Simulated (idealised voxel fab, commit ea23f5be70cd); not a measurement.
Name of the process module below: voxel transistor to metal
The width of the displayed cross-section, cut, is 280 nm; its cells are square, with a size of 5 nm.
In what follows, cross-sections appear as grids of square cells, described through bands that run from the top down, where every band is one or more rows of cells.
Band: top height; bottom height; in nm. Then, left to right: material with width in nm, for each material. "everywhere": a single material spanning edge to edge. "air": empty space.
Where do heights start? At 0: under that level the wafer as delivered is made of one material only. And the lowest band has no floor; it just carries on downward, as in "0 nm and below".
It should be noted that a width expressed as "30 to 40" varies in equal increments from row to row of cells within the band, taking the value of the first number at the top row and that of the second number at the bottom row.
"remains unaltered", as given for a step, is the statement that not any cell of the cross-section underwent a change during that step.
Each empty space that has no open way to the top and spans at least 8 cells appears under "Listed closed voids" as width x height at distance, the distance counted from the left edge, all in nm.
That trailing text on a step's line, after the settings, is the simulator's own remark on the step.
overlay nm: how far to the right of its planned place the mask lay on this masked step (negative: to the left).
-- Steps in the process plan
1) RECEIVE: material Si
2) CONFORMAL_DEP: material SiO2, thk nm 5
3) CONFORMAL_DEP: material SiN, thk nm 15
4) DIRECTIONAL_DEP: material aC, thk nm 10
5) PATTERN: tone cover, mask id ACTIVE, material resist, width nm 105, pitch nm 125, thk nm 25, overlay nm 0
6) DIRECTIONAL_ETCH: etch materials aC, depth nm 10
7) STRIP: etch materials resist
8) DIRECTIONAL_ETCH: etch materials SiN, depth nm 15
9) DIRECTIONAL_ETCH: etch materials SiO2, depth nm 5
10) DIRECTIONAL_ETCH: etch materials Si, depth nm 30
11) STRIP: etch materials aC
12) FILL_DEP: material SiO2, thk nm 5
13) CMP: height nm 20
14) SELECTIVE_ETCH: etch materials SiO2, depth nm 15
15) STRIP: etch materials SiN
16) SELECTIVE_ETCH: etch materials SiO2, depth nm 5
17) OXIDIZE: depth nm 5
18) DIRECTIONAL_DEP: material polySi, thk nm 30
19) DIRECTIONAL_DEP: material SiCN, thk nm 15
20) PATTERN: tone cover, mask id GATE, material resist, width nm 25, pitch nm 125, thk nm 15, overlay nm 0
21) DIRECTIONAL_ETCH: etch materials SiCN, depth nm 25
22) DIRECTIONAL_ETCH: etch materials polySi, depth nm 40
23) STRIP: etch materials resist
24) CONFORMAL_DEP: material SiO2, thk nm 5
25) DIRECTIONAL_ETCH: etch materials SiO2, depth nm 5
26) CONFORMAL_DEP: material SiN, thk nm 10
27) DIRECTIONAL_ETCH: etch materials SiN, depth nm 10
28) DIRECTIONAL_ETCH: etch materials SiO2, depth nm 5
29) DIRECTIONAL_ETCH: etch materials Si, depth nm 15
30) EPI: material SiGe, thk nm 20
31) FILL_DEP: material SiO2, thk nm 10
32) CMP: height nm 45
33) DIRECTIONAL_DEP: material SiO2, thk nm 10
34) DIRECTIONAL_DEP: material aC, thk nm 10
35) PATTERN: tone open, mask id CONTACT, material resist, width nm 30, thk nm 25, overlay nm 0
36) DIRECTIONAL_ETCH: etch materials aC, depth nm 10
37) STRIP: etch materials resist
38) DIRECTIONAL_ETCH: etch materials SiO2, depth nm 40
39) STRIP: etch materials aC
40) CONFORMAL_DEP: material TiN, thk nm 5
41) FILL_DEP: material W, thk nm 10
42) CMP: height nm 55
43) DIRECTIONAL_DEP: material TiN, thk nm 5
44) DIRECTIONAL_DEP: material Ru, thk nm 20
45) DIRECTIONAL_DEP: material aC, thk nm 10
46) PATTERN: tone cover, mask id METAL_1, material resist, width nm 20, thk nm 25, overlay nm 0
47) DIRECTIONAL_ETCH: etch materials aC, depth nm 10
48) STRIP: etch materials resist
49) DIRECTIONAL_ETCH: etch materials Ru, depth nm 20
50) DIRECTIONAL_ETCH: etch materials TiN, depth nm 5
51) STRIP: etch materials aC
52) FILL_DEP: material SiO2, thk nm 5
53) CMP: height nm 80
54) CONFORMAL_DEP: material SiN, thk nm 5
-- As-received wafer cross-section (after step 1)
    0 nm and below  Si everywhere
    Listed closed voids: none
-- Figure: cross-sectional view of the wafer upon completion of the module, processed from the initial state and according to the plan depicted above, with one error introduced during execution
    85 nm to 80 nm  SiN everywhere
    80 nm to 60 nm  30 SiO2, 20 Ru, 55 SiO2, 20 Ru, 30 SiO2, 20 Ru, 55 SiO2, 20 Ru, 30 SiO2
    60 nm to 55 nm  30 SiO2, 20 TiN, 55 SiO2, 20 TiN, 30 SiO2, 20 TiN, 55 SiO2, 20 TiN, 30 SiO2
    55 nm to 45 nm  30 SiO2, 5 TiN, 20 to 10 W, 5 to 15 TiN, 35 SiO2, 5 to 15 TiN, 20 to 10 W, 5 TiN, 30 SiO2, 5 TiN, 20 to 10 W, 5 to 15 TiN, 35 SiO2, 5 to 15 TiN, 20 to 10 W, 5 TiN, 30 SiO2
    45 nm to 30 nm  30 SiO2, 5 TiN, 10 W, 5 TiN, 10 SiN, 5 SiO2, 25 SiCN, 5 SiO2, 10 SiN, 5 TiN, 10 W, 5 TiN, 30 SiO2, 5 TiN, 10 W, 5 TiN, 10 SiN, 5 SiO2, 25 SiCN, 5 SiO2, 10 SiN, 5 TiN, 10 W, 5 TiN, 30 SiO2
    30 nm to 20 nm  30 SiO2, 5 TiN, 10 W, 5 TiN, 10 SiN, 5 SiO2, 25 polySi, 5 SiO2, 10 SiN, 5 TiN, 10 W, 5 TiN, 30 SiO2, 5 TiN, 10 W, 5 TiN, 10 SiN, 5 SiO2, 25 polySi, 5 SiO2, 10 SiN, 5 TiN, 10 W, 5 TiN, 30 SiO2
    20 nm to 15 nm  30 SiO2, 20 TiN, 10 SiN, 5 SiO2, 25 polySi, 5 SiO2, 10 SiN, 20 TiN, 30 SiO2, 20 TiN, 10 SiN, 5 SiO2, 25 polySi, 5 SiO2, 10 SiN, 20 TiN, 30 SiO2
    15 nm to 0 nm  30 SiO2, 20 SiGe, 10 SiN, 5 SiO2, 25 polySi, 5 SiO2, 10 SiN, 20 SiGe, 30 SiO2, 20 SiGe, 10 SiN, 5 SiO2, 25 polySi, 5 SiO2, 10 SiN, 20 SiGe, 30 SiO2
    0 nm to -5 nm  20 SiO2, 30 SiGe, 55 SiO2, 30 SiGe, 10 SiO2, 30 SiGe, 55 SiO2, 30 SiGe, 20 SiO2
    -5 nm to -20 nm  25 SiO2, 25 SiGe, 55 Si, 25 SiGe, 20 SiO2, 25 SiGe, 55 Si, 25 SiGe, 25 SiO2
    -20 nm to -60 nm  25 SiO2, 105 Si, 20 SiO2, 105 Si, 25 SiO2
    -60 nm and below  Si everywhere
    Listed closed voids: none
Misprocessing identified: it should be noted that step 10 of the plan was executed twice
